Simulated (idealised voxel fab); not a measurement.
The process module that follows is named voxel air gaps.
Each square cell in cross-section cut measures 5 nm, and the section as a whole is 175 nm wide.
Cross-section, as written here: a square-cell grid given band by band from the top down, where a band holds one or more rows of cells. Read a band's entry like this: the first values are the height of its top and the height of its bottom in nm, and what follows is the sequence of materials from left to right, each with its width in nm. Note that "empty" is empty space, and that a single material marked "all across" reaches across the band from edge to edge. A quick word on heights: they are counted from 0, and under that level the wafer as it came to us is one material throughout. The lowest band is different from the rest in having no bottom; it simply continues downward, written as in "0 and below". A width such as "30 to 40" changes by the same amount from each row of cells to the next, from the band's top row to its bottom row. No cell of the cross-section changed in a step that is given as "no modification". "Sealed internal voids" lists enclosed empty spaces (at least 8 cells, no open path upward to the top), each as width x height at distance from the left edge, in nm. The remark found on a step's line after its settings is issued by the simulator itself and pertains to that step. Regarding "overlay nm": on a step with a mask, it is the distance the mask lay to the right of its planned place; a negative value places it to the left.
The steps planned for the process are as follows:
1. op RECEIVE | material Si
2. op CONFORMAL_DEP | material SiO2 | thk nm 15
3. op CONFORMAL_DEP | material SiCN | thk nm 5
4. op DIRECTIONAL_DEP | material SiO2 | thk nm 30
5. op DIRECTIONAL_DEP | material aC | thk nm 15
6. op PATTERN | tone open | mask id LINES | material resist | width nm 25 | pitch nm 50 | thk nm 35 | overlay nm 0
7. op DIRECTIONAL_ETCH | etch materials aC | depth nm 15
8. op STRIP | etch materials resist
9. op DIRECTIONAL_ETCH | etch materials SiO2 | depth nm 30
10. op STRIP | etch materials aC
11. op CONFORMAL_DEP | material TiN | thk nm 5
12. op FILL_DEP | material Cu | thk nm 10
13. op CMP | height nm 50
14. op EPI | material Ru | thk nm 10
15. op SELECTIVE_ETCH | etch materials SiO2 | depth nm 40
16. op CONFORMAL_DEP | material SiCN | thk nm 5
On the first of the two wafers: run conducted according to plan:
Wafer at receipt (post step 1), cross-section:
0 and below: Si all across
Sealed internal voids: none
How the wafer stands in section after step 2:
15 down to 0: SiO2 all across
Below a height of 0, the structure has not been altered.
How the wafer stands in section after step 3:
20 down to 15: SiCN all across
Below a height of 15, the structure has not been altered.
How the wafer stands in section after step 4:
50 down to 20: SiO2 all across
Below a height of 20, the structure has not been altered.
How the wafer stands in section after step 5:
65 down to 50: aC all across
Below a height of 50, the structure has not been altered.
How the wafer stands in section after step 6:
100 down to 65: resist 25, empty 25, resist 25, empty 25, resist 25, empty 25, resist 25
Below a height of 65, the structure has not been altered.
How the wafer stands in section after step 7:
85 down to 65: resist 25, empty 25, resist 25, empty 25, resist 25, empty 25, resist 25
65 down to 50: aC 25, empty 25, aC 25, empty 25, aC 25, empty 25, aC 25
Below a height of 50, the structure has not been altered.
How the wafer stands in section after step 8:
65 down to 50: aC 25, empty 25, aC 25, empty 25, aC 25, empty 25, aC 25
Below a height of 50, the structure has not been altered.
How the wafer stands in section after step 9:
65 down to 50: aC 25, empty 25, aC 25, empty 25, aC 25, empty 25, aC 25
50 down to 20: SiO2 25, empty 25, SiO2 25, empty 25, SiO2 25, empty 25, SiO2 25
Below a height of 20, the structure has not been altered.
How the wafer stands in section after step 10:
50 down to 20: SiO2 25, empty 25, SiO2 25, empty 25, SiO2 25, empty 25, SiO2 25
Below a height of 20, the structure has not been altered.
How the wafer stands in section after step 11:
55 down to 50: TiN 30, empty 15, TiN 35, empty 15, TiN 35, empty 15, TiN 30
50 down to 25: SiO2 25, TiN 5, empty 15, TiN 5, SiO2 25, TiN 5, empty 15, TiN 5, SiO2 25, TiN 5, empty 15, TiN 5, SiO2 25
25 down to 20: SiO2 25, TiN 25, SiO2 25, TiN 25, SiO2 25, TiN 25, SiO2 25
Below a height of 20, the structure has not been altered.
How the wafer stands in section after step 12:
65 down to 55: Cu all across
55 down to 50: TiN 30, Cu 15, TiN 35, Cu 15, TiN 35, Cu 15, TiN 30
50 down to 25: SiO2 25, TiN 5, Cu 15, TiN 5, SiO2 25, TiN 5, Cu 15, TiN 5, SiO2 25, TiN 5, Cu 15, TiN 5, SiO2 25
Below a height of 25, the structure has not been altered.
How the wafer stands in section after step 13:
50 down to 25: SiO2 25, TiN 5, Cu 15, TiN 5, SiO2 25, TiN 5, Cu 15, TiN 5, SiO2 25, TiN 5, Cu 15, TiN 5, SiO2 25
Below a height of 25, the structure has not been altered.
How the wafer stands in section after step 14:
60 down to 50: empty 15, Ru 45, empty 5, Ru 45, empty 5, Ru 45, empty 15
Below a height of 50, the structure has not been altered.
How the wafer stands in section after step 15:
60 down to 50: empty 15, Ru 45, empty 5, Ru 45, empty 5, Ru 45, empty 15
50 down to 25: empty 25, TiN 5, Cu 15, TiN 5, empty 25, TiN 5, Cu 15, TiN 5, empty 25, TiN 5, Cu 15, TiN 5, empty 25
25 down to 20: empty 25, TiN 25, empty 25, TiN 25, empty 25, TiN 25, empty 25
Below a height of 20, the structure has not been altered.
How the wafer stands in section after step 16:
65 down to 60: empty 10, SiCN 155, empty 10
60 down to 50: empty 10, SiCN 5, Ru 45, SiCN 5, Ru 45, SiCN 5, Ru 45, SiCN 5, empty 10
50 down to 45: empty 10, SiCN 15, TiN 5, Cu 15, TiN 5, SiCN 25, TiN 5, Cu 15, TiN 5, SiCN 25, TiN 5, Cu 15, TiN 5, SiCN 15, empty 10
45 down to 25: empty 20, SiCN 5, TiN 5, Cu 15, TiN 5, SiCN 5, empty 15, SiCN 5, TiN 5, Cu 15, TiN 5, SiCN 5, empty 15, SiCN 5, TiN 5, Cu 15, TiN 5, SiCN 5, empty 20
25 down to 20: SiCN 25, TiN 25, SiCN 25, TiN 25, SiCN 25, TiN 25, SiCN 25
Below a height of 20, the structure has not been altered.
Sealed internal voids: 15 x 20 at 55; 15 x 20 at 105
Wafer two of two - same starting point, same process plan, one mistake in execution; matches wafer one up to and including step 1:
Second wafer profile in section, at the moment step 2 of the plan was meant to be complete:
15 down to 0: Cu all across
Below a height of 0, the structure has not been altered.
Second wafer profile in section, at the moment step 3 of the plan was meant to be complete:
20 down to 15: SiCN all across
Below a height of 15, the structure has not been altered.
Second wafer profile in section, at the moment step 4 of the plan was meant to be complete:
50 down to 20: SiO2 all across
Below a height of 20, the structure has not been altered.
Second wafer profile in section, at the moment step 5 of the plan was meant to be complete:
65 down to 50: aC all across
Below a height of 50, the structure has not been altered.
Second wafer profile in section, at the moment step 6 of the plan was meant to be complete:
100 down to 65: resist 25, empty 25, resist 25, empty 25, resist 25, empty 25, resist 25
Below a height of 65, the structure has not been altered.
Second wafer profile in section, at the moment step 7 of the plan was meant to be complete:
85 down to 65: resist 25, empty 25, resist 25, empty 25, resist 25, empty 25, resist 25
65 down to 50: aC 25, empty 25, aC 25, empty 25, aC 25, empty 25, aC 25
Below a height of 50, the structure has not been altered.
Second wafer profile in section, at the moment step 8 of the plan was meant to be complete:
65 down to 50: aC 25, empty 25, aC 25, empty 25, aC 25, empty 25, aC 25
Below a height of 50, the structure has not been altered.
Second wafer profile in section, at the moment step 9 of the plan was meant to be complete:
65 down to 50: aC 25, empty 25, aC 25, empty 25, aC 25, empty 25, aC 25
50 down to 20: SiO2 25, empty 25, SiO2 25, empty 25, SiO2 25, empty 25, SiO2 25
Below a height of 20, the structure has not been altered.
Second wafer profile in section, at the moment step 10 of the plan was meant to be complete:
50 down to 20: SiO2 25, empty 25, SiO2 25, empty 25, SiO2 25, empty 25, SiO2 25
Below a height of 20, the structure has not been altered.
Second wafer profile in section, at the moment step 11 of the plan was meant to be complete:
55 down to 50: TiN 30, empty 15, TiN 35, empty 15, TiN 35, empty 15, TiN 30
50 down to 25: SiO2 25, TiN 5, empty 15, TiN 5, SiO2 25, TiN 5, empty 15, TiN 5, SiO2 25, TiN 5, empty 15, TiN 5, SiO2 25
25 down to 20: SiO2 25, TiN 25, SiO2 25, TiN 25, SiO2 25, TiN 25, SiO2 25
Below a height of 20, the structure has not been altered.
Second wafer profile in section, at the moment step 12 of the plan was meant to be complete:
65 down to 55: Cu all across
55 down to 50: TiN 30, Cu 15, TiN 35, Cu 15, TiN 35, Cu 15, TiN 30
50 down to 25: SiO2 25, TiN 5, Cu 15, TiN 5, SiO2 25, TiN 5, Cu 15, TiN 5, SiO2 25, TiN 5, Cu 15, TiN 5, SiO2 25
Below a height of 25, the structure has not been altered.
Second wafer profile in section, at the moment step 13 of the plan was meant to be complete:
50 down to 25: SiO2 25, TiN 5, Cu 15, TiN 5, SiO2 25, TiN 5, Cu 15, TiN 5, SiO2 25, TiN 5, Cu 15, TiN 5, SiO2 25
Below a height of 25, the structure has not been altered.
Second wafer profile in section, at the moment step 14 of the plan was meant to be complete:
60 down to 50: empty 15, Ru 45, empty 5, Ru 45, empty 5, Ru 45, empty 15
Below a height of 50, the structure has not been altered.
Second wafer profile in section, at the moment step 15 of the plan was meant to be complete:
60 down to 50: empty 15, Ru 45, empty 5, Ru 45, empty 5, Ru 45, empty 15
50 down to 25: empty 25, TiN 5, Cu 15, TiN 5, empty 25, TiN 5, Cu 15, TiN 5, empty 25, TiN 5, Cu 15, TiN 5, empty 25
25 down to 20: empty 25, TiN 25, empty 25, TiN 25, empty 25, TiN 25, empty 25
Below a height of 20, the structure has not been altered.
Second wafer profile in section, at the moment step 16 of the plan was meant to be complete:
65 down to 60: empty 10, SiCN 155, empty 10
60 down to 50: empty 10, SiCN 5, Ru 45, SiCN 5, Ru 45, SiCN 5, Ru 45, SiCN 5, empty 10
50 down to 45: empty 10, SiCN 15, TiN 5, Cu 15, TiN 5, SiCN 25, TiN 5, Cu 15, TiN 5, SiCN 25, TiN 5, Cu 15, TiN 5, SiCN 15, empty 10
45 down to 25: empty 20, SiCN 5, TiN 5, Cu 15, TiN 5, SiCN 5, empty 15, SiCN 5, TiN 5, Cu 15, TiN 5, SiCN 5, empty 15, SiCN 5, TiN 5, Cu 15, TiN 5, SiCN 5, empty 20
25 down to 20: SiCN 25, TiN 25, SiCN 25, TiN 25, SiCN 25, TiN 25, SiCN 25
Below a height of 20, the structure has not been altered.
Sealed internal voids: 15 x 20 at 55; 15 x 20 at 105
Finding, execution versus plan: step 2 did not happen as planned, as run it was op CONFORMAL_DEP | material Cu | thk nm 15
Cell-count delta at end, second wafer over first, by material: 105 more of Cu; 105 fewer of SiO2
